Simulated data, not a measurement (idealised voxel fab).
The process module that follows is named voxel ribs on slabs.
The width of the displayed cross-section, cut, is 190 nm; its cells are square, with a size of 5 nm.
The cross-sections in this document take the form of a grid made of square cells. They are written out as bands, in order from top to bottom. Each band consists of one or more rows of cells.
Heads up on the band format: heights come first, top then bottom, in nm. After that it's the materials left to right, each with its width in nm. A single material flagged "full width" fills the whole band edge to edge, and "blank" means there's empty space there.
Where do heights start? At 0: under that level the wafer as delivered is made of one material only. And the lowest band has no floor; it just carries on downward, as in "top 0, no bottom".
A width such as "30->40" changes by the same amount from each row of cells to the next, from the band's top row to its bottom row.
Where a step carries "no change", the cross-section came out of it unchanged, cell for cell.
For the entry "Sealed internal voids", the listed items are empty spaces with no open way to the top whose size is 8 cells or more; each item follows the pattern width x height at distance, where distance is from the left edge and all three are in nm.
The remark found on a step's line after its settings is issued by the simulator itself and pertains to that step.
The optional step-line setting "overlay nm" applies to steps with a mask and quantifies how far to the right of its planned location the mask lay, a negative value indicating leftward placement.

Process steps (planned):
1) RECEIVE (material Si)
2) DIRECTIONAL_DEP (material SiO2; thk nm 30)
3) DIRECTIONAL_DEP (material polySi; thk nm 20)
4) PATTERN (tone cover; mask id RIB; material resist; width nm 30; thk nm 20; overlay nm 0)
5) DIRECTIONAL_ETCH (etch materials polySi; depth nm 15)
6) STRIP (etch materials resist)
7) PATTERN (tone cover; mask id SLAB; material resist; width nm 80; thk nm 15; overlay nm 0)
8) DIRECTIONAL_ETCH (etch materials polySi; depth nm 5)
9) STRIP (etch materials resist)
10) FILL_DEP (material SiO2; thk nm 20)
11) CMP (height nm 60)
12) DIRECTIONAL_DEP (material W; thk nm 5)
13) MASKED_ETCH (tone cover; mask id HEATER; width nm 40; etch materials W; depth nm 5; overlay nm 0)
14) CONFORMAL_DEP (material SiO2; thk nm 5)

as received, after step 1:
    top 0, no bottom: Si full width
    Sealed internal voids: none

End-of-module XS, first of two wafers, run as planned:
    top 70, bottom 65: blank 70 | SiO2 50 | blank 70
    top 65, bottom 60: SiO2 75 | W 40 | SiO2 75
    top 60, bottom 50: SiO2 full width
    top 50, bottom 35: SiO2 80 | polySi 30 | SiO2 80
    top 35, bottom 30: SiO2 55 | polySi 80 | SiO2 55
    top 30, bottom 0: SiO2 full width
    top 0, no bottom: Si full width
    Sealed internal voids: none

Wafer two (of two), end-of-module cross-section: start = wafer one, plan = wafer one, one run mistake:
    top 70, bottom 65: blank 70 | SiO2 50 | blank 70
    top 65, bottom 60: SiO2 75 | W 40 | SiO2 75
    top 60, bottom 50: SiO2 80->55 | polySi 30->80 | SiO2 80->55
    top 50, bottom 30: polySi full width
    top 30, bottom 0: SiO2 full width
    top 0, no bottom: Si full width
    Sealed internal voids: none
Nonconformance to the process plan: step 3 was run twice
In the final state, the cell counts of the second wafer exceed or fall short of those of the first for the following materials: SiO2 -140, polySi +140
